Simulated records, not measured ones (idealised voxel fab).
Proc. module: voxel released beams
The cross-section on display is named cut; it measures 245 nm wide, and its cells are 5 nm squares.
A cross-section is a grid of square cells, given in bands from the top down. A band is one or more rows of cells.
Within each band entry, the heights of the top and of the bottom of the band appear first, in that order and in nm; the materials of the band then follow from left to right, each with its corresponding width in nm. The designation "edge to edge" on a single material indicates that it fills the band from edge to edge; the designation "empty" indicates empty space.
A quick word on heights: they are counted from 0, and under that level the wafer as it came to us is one material throughout. The lowest band is different from the rest in having no bottom; it simply continues downward, written as in "top 0, no bottom".
Width spec "30 to 40" -> top row of cells at first value, bottom row at second value, equal per-row change in between.
No cell of the cross-section changed in a step that is given as "identical to before".
Look at "Sealed internal voids" for the closed voids: empty spaces with no open path to the top, sized 8 cells or up. Each is width x height at distance, distance from the left edge, all nm.
Formally, on a step line, whatever follows the settings is a remark that the simulator itself makes on the step.
overlay nm: for a step with a mask, the amount by which the mask lay right of where it was planned; a negative amount means left of it.
Listed below are the process steps as planned:
step 1: RECEIVE | material Si
step 2: CONFORMAL_DEP | material Al2O3 | thk nm 10
step 3: DIRECTIONAL_DEP | material SiO2 | thk nm 20
step 4: MASKED_ETCH | tone open | mask id ANCHOR | width nm 45 | etch materials SiO2 | depth nm 20 | overlay nm 0
step 5: CONFORMAL_DEP | material polySi | thk nm 15
step 6: MASKED_ETCH | tone cover | mask id BEAM | width nm 105 | etch materials polySi | depth nm 15 | overlay nm 0
step 7: STRIP | etch materials SiO2
As received, after step 1:
* top 0, no bottom  Si edge to edge
* Sealed internal voids: none
Figure: cross-sectional view of the wafer upon completion of the module, processed from the initial state and according to the plan depicted above, with one error introduced during execution:
* top 45, bottom 30  Al2O3 85 / empty 15 / Al2O3 145
* top 30, bottom 25  SiO2 70 / Al2O3 15 / empty 15 / Al2O3 15 / SiO2 130
* top 25, bottom 10  SiO2 70 / Al2O3 45 / SiO2 130
* top 10, bottom 0  Al2O3 edge to edge
* top 0, no bottom  Si edge to edge
* Sealed internal voids: none
So what did we get wrong on this run? it should be noted that step 5 was executed with settings other than those planned, the operation and settings actually applied being CONFORMAL_DEP | material Al2O3 | thk nm 15
